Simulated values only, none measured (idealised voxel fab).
process module | voxel self aligned contacts
cross-section cut | 235 nm wide | cells 5 nm
A cross-section is a grid of square cells, given in bands from the top down. A band is one or more rows of cells.
Each band's line starts with the height of the band's top and of its bottom, in nm. Then come its materials from left to right, each with its width in nm. One material with "throughout" fills the band from edge to edge. "air" is empty space.
Height 0 is the level under which the wafer as received is all one material. The lowest band goes on downwards, as in "0 down".
A width such as "30 to 40" changes by the same amount from each row of cells to the next, from the band's top row to its bottom row.
"no change" after a step means that no cell of the cross-section changed.
closed voids: empty space of 8 cells or more with no open way to the top, each as width x height at its distance from the left edge, in nm
after a step's settings: what the simulator itself notes on the step
overlay nm, on a step with a mask: how far to the right of its planned place the mask lay; to the left if negative
plan
1 op RECEIVE | material Si
2 op CONFORMAL_DEP | material SiO2 | thk nm 5
3 op DIRECTIONAL_DEP | material polySi | thk nm 30
4 op DIRECTIONAL_DEP | material SiN | thk nm 20
5 op DIRECTIONAL_DEP | material aC | thk nm 15
6 op PATTERN | tone cover | mask id GATE | material resist | width nm 35 | pitch nm 75 | thk nm 30 | overlay nm 0
7 op DIRECTIONAL_ETCH | etch materials aC | depth nm 15
8 op STRIP | etch materials resist
9 op DIRECTIONAL_ETCH | etch materials SiN | depth nm 20
10 op DIRECTIONAL_ETCH | etch materials polySi | depth nm 30
11 op STRIP | etch materials aC
12 op CONFORMAL_DEP | material SiN | thk nm 10
13 op DIRECTIONAL_ETCH | etch materials SiN | depth nm 10
14 op FILL_DEP | material SiO2 | thk nm 20
15 op CMP | height nm 65
16 op DIRECTIONAL_DEP | material aC | thk nm 15
17 op PATTERN | tone open | mask id CONTACT | material resist | width nm 50 | pitch nm 75 | thk nm 35 | overlay nm 0
18 op DIRECTIONAL_ETCH | etch materials aC | depth nm 15
19 op STRIP | etch materials resist
20 op DIRECTIONAL_ETCH | etch materials SiO2 | depth nm 65
21 op STRIP | etch materials aC
22 op CONFORMAL_DEP | material TiN | thk nm 5
23 op FILL_DEP | material W | thk nm 10
24 op CMP | height nm 65
25 op CONFORMAL_DEP | material SiCN | thk nm 5
as received, after step 1
  0 down: Si throughout
  closed voids: none
a wafer at the end: this start, this plan, one mistake
  85 to 80: SiCN throughout
  80 to 70: W throughout
  70 to 65: TiN 60 | W 40 | TiN 35 | W 40 | TiN 60
  65 to 55: SiO2 55 | TiN 5 to 20 | W 40 to 10 | TiN 5 to 20 | SiO2 25 | TiN 5 to 20 | W 40 to 10 | TiN 5 to 20 | SiO2 55
  55 to 35: SiO2 15 | SiN 55 | TiN 5 | W 10 | TiN 5 | SiN 55 | TiN 5 | W 10 | TiN 5 | SiN 55 | SiO2 15
  35 to 5: SiO2 15 | SiN 10 | polySi 35 | SiN 10 | TiN 5 | W 10 | TiN 5 | SiN 10 | polySi 35 | SiN 10 | TiN 5 | W 10 | TiN 5 | SiN 10 | polySi 35 | SiN 10 | SiO2 15
  5 to 0: SiO2 70 | TiN 20 | SiO2 55 | TiN 20 | SiO2 70
  0 down: Si throughout
  closed voids: none
what went wrong: step 24 was left out
